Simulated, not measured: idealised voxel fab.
The name of this process module is voxel released beams.
Section cut is 220 nm wide and gridded with 5 nm square cells.
Square cells in a grid make up a cross-section in this document, and the grid is given as bands, listed from the top down, each one or more rows of cells. Band: top and bottom heights (nm) first, top before bottom; then materials from left to right, widths in nm. "edge to edge" marks a sole material filling the band edge to edge. "blank" denotes empty space. Heights from 0 (as-received wafer is one material below). Bottom band endless downward, as "0 down". You'd read "30 to 40" like this: the band's top row of cells is as wide as the first number, its bottom row is as wide as the second, and going down, every row changes width by the same amount as the row before did. "same as before" for a step: no cell of the cross-section changed in that step. Each empty space that has no open way to the top and spans at least 8 cells appears under "Sealed internal voids" as width x height at distance, the distance counted from the left edge, all in nm. The remark found on a step's line after its settings is issued by the simulator itself and pertains to that step. overlay nm: step with mask; distance mask lay right of planned place; negative value = left of planned place.

Steps in the process plan
1,op RECEIVE | material Si
2,op CONFORMAL_DEP | material Al2O3 | thk nm 10
3,op DIRECTIONAL_DEP | material SiO2 | thk nm 20
4,op DIRECTIONAL_DEP | material aC | thk nm 10
5,op PATTERN | tone open | mask id ANCHOR | material resist | width nm 45 | thk nm 25 | overlay nm 0
6,op DIRECTIONAL_ETCH | etch materials aC | depth nm 10
7,op STRIP | etch materials resist
8,op DIRECTIONAL_ETCH | etch materials SiO2 | depth nm 20
9,op STRIP | etch materials aC
10,op CONFORMAL_DEP | material polySi | thk nm 15
11,op PATTERN | tone cover | mask id BEAM | material resist | width nm 130 | thk nm 15 | overlay nm 0
12,op DIRECTIONAL_ETCH | etch materials polySi | depth nm 15
13,op STRIP | etch materials resist
14,op STRIP | etch materials SiO2

First of two wafers: run as planned

Delivered wafer in cross-section: state after step 1
* 0 down = Si edge to edge
* Sealed internal voids: none

Once step 2 is through, the wafer looks like this in cross-section
* 10 to 0 = Al2O3 edge to edge
* Nothing below the height 0 has changed.

Once step 3 is through, the wafer looks like this in cross-section
* 30 to 10 = SiO2 edge to edge
* Nothing below the height 10 has changed.

Once step 4 is through, the wafer looks like this in cross-section
* 40 to 30 = aC edge to edge
* Nothing below the height 30 has changed.

Once step 5 is through, the wafer looks like this in cross-section
* 65 to 40 = resist (45) | blank (45) | resist (130)
* Nothing below the height 40 has changed.

Once step 6 is through, the wafer looks like this in cross-section
* 55 to 40 = resist (45) | blank (45) | resist (130)
* 40 to 30 = aC (45) | blank (45) | aC (130)
* Nothing below the height 30 has changed.

Once step 7 is through, the wafer looks like this in cross-section
* 40 to 30 = aC (45) | blank (45) | aC (130)
* Nothing below the height 30 has changed.

Once step 8 is through, the wafer looks like this in cross-section
* 40 to 30 = aC (45) | blank (45) | aC (130)
* 30 to 10 = SiO2 (45) | blank (45) | SiO2 (130)
* Nothing below the height 10 has changed.

Once step 9 is through, the wafer looks like this in cross-section
* 30 to 10 = SiO2 (45) | blank (45) | SiO2 (130)
* Nothing below the height 10 has changed.

Once step 10 is through, the wafer looks like this in cross-section
* 45 to 30 = polySi (60) | blank (15) | polySi (145)
* 30 to 25 = SiO2 (45) | polySi (15) | blank (15) | polySi (15) | SiO2 (130)
* 25 to 10 = SiO2 (45) | polySi (45) | SiO2 (130)
* Nothing below the height 10 has changed.

Once step 11 is through, the wafer looks like this in cross-section
* 60 to 45 = blank (40) | resist (130) | blank (50)
* 45 to 30 = polySi (60) | resist (15) | polySi (145)
* 30 to 25 = SiO2 (45) | polySi (15) | resist (15) | polySi (15) | SiO2 (130)
* Nothing below the height 25 has changed.

Once step 12 is through, the wafer looks like this in cross-section
* 60 to 45 = blank (40) | resist (130) | blank (50)
* 45 to 30 = blank (40) | polySi (20) | resist (15) | polySi (95) | blank (50)
* Nothing below the height 30 has changed.

Once step 13 is through, the wafer looks like this in cross-section
* 45 to 30 = blank (40) | polySi (20) | blank (15) | polySi (95) | blank (50)
* 30 to 25 = SiO2 (45) | polySi (15) | blank (15) | polySi (15) | SiO2 (130)
* Nothing below the height 25 has changed.

Once step 14 is through, the wafer looks like this in cross-section
* 45 to 30 = blank (40) | polySi (20) | blank (15) | polySi (95) | blank (50)
* 30 to 25 = blank (45) | polySi (15) | blank (15) | polySi (15) | blank (130)
* 25 to 10 = blank (45) | polySi (45) | blank (130)
* Nothing below the height 10 has changed.

Wafer two of the pair: same origin, same plan, one error during the run; identical to wafer one up to and including step 10

Second wafer, section view, time point: scheduled end of step 11
* 60 to 45 = blank (50) | resist (130) | blank (40)
* 45 to 30 = polySi (60) | resist (15) | polySi (145)
* 30 to 25 = SiO2 (45) | polySi (15) | resist (15) | polySi (15) | SiO2 (130)
* Nothing below the height 25 has changed.

Second wafer, section view, time point: scheduled end of step 12
* 60 to 45 = blank (50) | resist (130) | blank (40)
* 45 to 30 = blank (50) | polySi (10) | resist (15) | polySi (105) | blank (40)
* Nothing below the height 30 has changed.

Second wafer, section view, time point: scheduled end of step 13
* 45 to 30 = blank (50) | polySi (10) | blank (15) | polySi (105) | blank (40)
* 30 to 25 = SiO2 (45) | polySi (15) | blank (15) | polySi (15) | SiO2 (130)
* Nothing below the height 25 has changed.

Second wafer, section view, time point: scheduled end of step 14
* 45 to 30 = blank (50) | polySi (10) | blank (15) | polySi (105) | blank (40)
* 30 to 25 = blank (45) | polySi (15) | blank (15) | polySi (15) | blank (130)
* 25 to 10 = blank (45) | polySi (45) | blank (130)
* Nothing below the height 10 has changed.
Where did the run depart from the plan? step 11 did not happen as planned, as run it was op PATTERN | tone cover | mask id BEAM | material resist | width nm 130 | thk nm 15 | overlay nm 10
So at the finish, the second wafer's got exactly as many cells of each material as the first, just not in the same spots.
